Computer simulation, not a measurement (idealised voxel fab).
The process module that follows is named voxel quadruple lines.
Cross-section cut spans 205 nm and uses square cells 5 nm in size.
The cross-sections in this document take the form of a grid made of square cells. They are written out as bands, in order from top to bottom. Each band consists of one or more rows of cells. Each band's line starts with the height of the band's top and of its bottom, in nm. Then come its materials from left to right, each with its width in nm. One material with "throughout" fills the band from edge to edge. "empty" is empty space. Note: height 0 marks the level under which the wafer is uniformly one material as received. Lowest band unbounded below, written "0 and below". The expression "30 to 40" gives the width at the extremes of the band, the first number at its top row of cells and the second at its bottom row, with the width changing by equal amounts from each row to the next in between. Where a step carries "remains unaltered", the cross-section came out of it unchanged, cell for cell. "Sealed void inventory": sealed empty spaces, 8 cells or more, no open way to top, listed width x height at distance, with distance from the left edge and width, height and distance in nm. Read whatever lies past the settings on a step's line as the simulator's own remark about the step. overlay nm: mask right of planned place by this much (step with mask). Neg. = left.
Plan
1 RECEIVE (material Si)
2 CONFORMAL_DEP (material SiO2; thk nm 5)
3 DIRECTIONAL_DEP (material Ru; thk nm 15)
4 DIRECTIONAL_DEP (material polySi; thk nm 15)
5 DIRECTIONAL_DEP (material aC; thk nm 20)
6 PATTERN (tone cover; mask id MANDREL; material resist; width nm 25; thk nm 25; overlay nm 0)
7 DIRECTIONAL_ETCH (etch materials aC; depth nm 20)
8 STRIP (etch materials resist)
9 CONFORMAL_DEP (material SiO2; thk nm 15)
10 DIRECTIONAL_ETCH (etch materials SiO2; depth nm 15)
11 STRIP (etch materials aC)
12 DIRECTIONAL_ETCH (etch materials polySi; depth nm 15)
13 STRIP (etch materials SiO2)
14 CONFORMAL_DEP (material SiCN; thk nm 5)
15 DIRECTIONAL_ETCH (etch materials SiCN; depth nm 5)
16 STRIP (etch materials polySi)
17 DIRECTIONAL_ETCH (etch materials Ru; depth nm 15)
18 STRIP (etch materials SiCN)
19 FILL_DEP (material lowk; thk nm 5)
20 CMP (height nm 20)
Cross-sectional view of the wafer in its as-received condition, corresponding to the state after step 1
> 0 and below | Si throughout
> Sealed void inventory: none
End state of the module in cross-section, given the above starting point and plan and one mistake in execution
> 20 down to 5 | 70 of SiO2  5 of Ru  15 of SiO2  5 of Ru  15 of SiO2  5 of Ru  15 of SiO2  5 of Ru  70 of SiO2
> 5 down to 0 | SiO2 throughout
> 0 and below | Si throughout
> Sealed void inventory: none
Against the plan, the run slipped here: step 19 went in with a setting other than planned; the actual run was FILL_DEP (material SiO2; thk nm 5)
